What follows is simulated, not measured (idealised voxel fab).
process module | voxel wiring stack
cross-section cut | 220 nm wide | cells 5 nm
A cross-section is a grid of square cells, given in bands from the top down. A band is one or more rows of cells.
Each band's line starts with the height of the band's top and of its bottom, in nm. Then come its materials from left to right, each with its width in nm. One material with "throughout" fills the band from edge to edge. "air" is empty space.
Height 0 is the level under which the wafer as received is all one material. The lowest band goes on downwards, as in "0 down".
A width such as "30 to 40" changes by the same amount from each row of cells to the next, from the band's top row to its bottom row.
"no change" after a step means that no cell of the cross-section changed.
closed voids: empty space of 8 cells or more with no open way to the top, each as width x height at its distance from the left edge, in nm
after a step's settings: what the simulator itself notes on the step
overlay nm, on a step with a mask: how far to the right of its planned place the mask lay; to the left if negative
plan
1 op RECEIVE | material Si
2 op CONFORMAL_DEP | material SiO2 | thk nm 15
3 op CONFORMAL_DEP | material SiN | thk nm 5
4 op DIRECTIONAL_DEP | material SiO2 | thk nm 15
5 op DIRECTIONAL_DEP | material aC | thk nm 15
6 op PATTERN | tone open | mask id METAL_1 | material resist | width nm 30 | pitch nm 45 | thk nm 30 | overlay nm 0
7 op DIRECTIONAL_ETCH | etch materials aC | depth nm 15
8 op STRIP | etch materials resist
9 op DIRECTIONAL_ETCH | etch materials SiO2 | depth nm 15
10 op DIRECTIONAL_ETCH | etch materials SiN | depth nm 5
11 op STRIP | etch materials aC
12 op CONFORMAL_DEP | material TiN | thk nm 5
13 op FILL_DEP | material Cu | thk nm 5
14 op CMP | height nm 35
15 op EPI | material Ru | thk nm 5
16 op FILL_DEP | material SiCN | thk nm 5
17 op DIRECTIONAL_DEP | material SiO2 | thk nm 30
18 op DIRECTIONAL_DEP | material aC | thk nm 10
19 op PATTERN | tone open | mask id METAL_2 | material resist | width nm 30 | pitch nm 45 | thk nm 25 | overlay nm 0
20 op DIRECTIONAL_ETCH | etch materials aC | depth nm 10
21 op STRIP | etch materials resist
22 op DIRECTIONAL_ETCH | etch materials SiO2 | depth nm 20
23 op STRIP | etch materials aC
24 op DIRECTIONAL_DEP | material aC | thk nm 10
25 op PATTERN | tone open | mask id METAL_2_HOLES | material resist | width nm 15 | pitch nm 45 | thk nm 30 | overlay nm 0
26 op DIRECTIONAL_ETCH | etch materials aC | depth nm 10
27 op STRIP | etch materials resist
28 op DIRECTIONAL_ETCH | etch materials SiO2 | depth nm 10
29 op DIRECTIONAL_ETCH | etch materials SiCN | depth nm 5
30 op STRIP | etch materials aC
31 op CONFORMAL_DEP | material TiN | thk nm 5
32 op FILL_DEP | material Cu | thk nm 5
33 op CMP | height nm 75
34 op CONFORMAL_DEP | material SiCN | thk nm 5
35 op DIRECTIONAL_DEP | material lowk | thk nm 30
36 op DIRECTIONAL_DEP | material aC | thk nm 10
37 op PATTERN | tone open | mask id METAL_3_HOLES | material resist | width nm 15 | pitch nm 90 | thk nm 25 | overlay nm 0
38 op DIRECTIONAL_ETCH | etch materials aC | depth nm 10
39 op STRIP | etch materials resist
40 op DIRECTIONAL_ETCH | etch materials lowk | depth nm 30
41 op STRIP | etch materials aC
42 op PATTERN | tone open | mask id METAL_3 | material resist | width nm 30 | pitch nm 45 | thk nm 20 | overlay nm 0
43 op DIRECTIONAL_ETCH | etch materials lowk | depth nm 20
44 op DIRECTIONAL_ETCH | etch materials SiCN | depth nm 5
45 op STRIP | etch materials resist
46 op CONFORMAL_DEP | material TiN | thk nm 5
47 op FILL_DEP | material Ru | thk nm 5
48 op CMP | height nm 110
49 op CONFORMAL_DEP | material SiCN | thk nm 5
50 op DIRECTIONAL_DEP | material lowk | thk nm 15
51 op DIRECTIONAL_DEP | material aC | thk nm 15
52 op PATTERN | tone open | mask id PLUG_3 | material resist | width nm 15 | pitch nm 45 | thk nm 30 | overlay nm 0
53 op DIRECTIONAL_ETCH | etch materials aC | depth nm 15
54 op STRIP | etch materials resist
55 op DIRECTIONAL_ETCH | etch materials lowk | depth nm 15
56 op DIRECTIONAL_ETCH | etch materials SiCN | depth nm 5
57 op STRIP | etch materials aC
58 op CONFORMAL_DEP | material TiN | thk nm 5
59 op FILL_DEP | material W | thk nm 5
60 op CMP | height nm 130
61 op DIRECTIONAL_DEP | material TiN | thk nm 5
62 op DIRECTIONAL_DEP | material W | thk nm 25
63 op PATTERN | tone cover | mask id METAL_4 | material resist | width nm 30 | pitch nm 45 | thk nm 15 | overlay nm 0
64 op DIRECTIONAL_ETCH | etch materials W | depth nm 25
65 op DIRECTIONAL_ETCH | etch materials TiN | depth nm 5
66 op STRIP | etch materials resist
67 op FILL_DEP | material SiO2 | thk nm 10
68 op CMP | height nm 160
69 op CONFORMAL_DEP | material SiN | thk nm 5
as received, after step 1
  0 down: Si throughout
  closed voids: none
a wafer at the end: this start, this plan, one mistake
  165 to 160: SiN throughout
  160 to 135: SiO2 25 | W 30 | SiO2 15 | W 30 | SiO2 15 | W 30 | SiO2 15 | W 30 | SiO2 30
  135 to 130: SiO2 25 | TiN 30 | SiO2 15 | TiN 30 | SiO2 15 | TiN 30 | SiO2 15 | TiN 30 | SiO2 30
  130 to 125: SiCN 25 | TiN 15 | SiCN 30 | TiN 15 | SiCN 30 | TiN 15 | SiCN 30 | TiN 15 | SiCN 45
  125 to 110: lowk throughout
  110 to 95: lowk 25 | TiN 5 | Ru 20 | TiN 5 | lowk 15 | TiN 5 | Ru 20 | TiN 5 | lowk 15 | TiN 5 | Ru 20 | TiN 5 | lowk 15 | TiN 5 | Ru 20 | TiN 5 | lowk 30
  95 to 90: lowk 25 | TiN 5 | Ru 5 | TiN 20 | lowk 15 | TiN 30 | lowk 15 | TiN 5 | Ru 5 | TiN 20 | lowk 15 | TiN 30 | lowk 30
  90 to 80: lowk 25 | TiN 5 | Ru 5 | TiN 5 | lowk 75 | TiN 5 | Ru 5 | TiN 5 | lowk 90
  80 to 75: SiCN 25 | TiN 15 | SiCN 75 | TiN 15 | SiCN 90
  75 to 60: SiO2 25 | TiN 5 | Cu 20 | TiN 5 | SiO2 15 | TiN 5 | Cu 20 | TiN 5 | SiO2 15 | TiN 5 | Cu 20 | TiN 5 | SiO2 15 | TiN 5 | Cu 20 | TiN 5 | SiO2 30
  60 to 55: SiO2 25 | TiN 5 | Cu 5 | TiN 20 | SiO2 15 | TiN 5 | Cu 5 | TiN 20 | SiO2 15 | TiN 5 | Cu 5 | TiN 20 | SiO2 15 | TiN 5 | Cu 5 | TiN 20 | SiO2 30
  55 to 45: SiO2 25 | TiN 5 | Cu 5 | TiN 5 | SiO2 30 | TiN 5 | Cu 5 | TiN 5 | SiO2 30 | TiN 5 | Cu 5 | TiN 5 | SiO2 30 | TiN 5 | Cu 5 | TiN 5 | SiO2 45
  45 to 40: SiCN 25 | TiN 15 | SiCN 30 | TiN 15 | SiCN 30 | TiN 15 | SiCN 30 | TiN 15 | SiCN 45
  40 to 35: SiCN 20 | Ru 40 | SiCN 5 | Ru 40 | SiCN 5 | Ru 40 | SiCN 5 | Ru 40 | SiCN 25
  35 to 20: SiO2 25 | TiN 5 | Cu 20 | TiN 5 | SiO2 15 | TiN 5 | Cu 20 | TiN 5 | SiO2 15 | TiN 5 | Cu 20 | TiN 5 | SiO2 15 | TiN 5 | Cu 20 | TiN 5 | SiO2 30
  20 to 15: SiN 25 | TiN 30 | SiN 15 | TiN 30 | SiN 15 | TiN 30 | SiN 15 | TiN 30 | SiN 30
  15 to 0: SiO2 throughout
  0 down: Si throughout
  closed voids: none
what went wrong: steps 49 and 50 were swapped
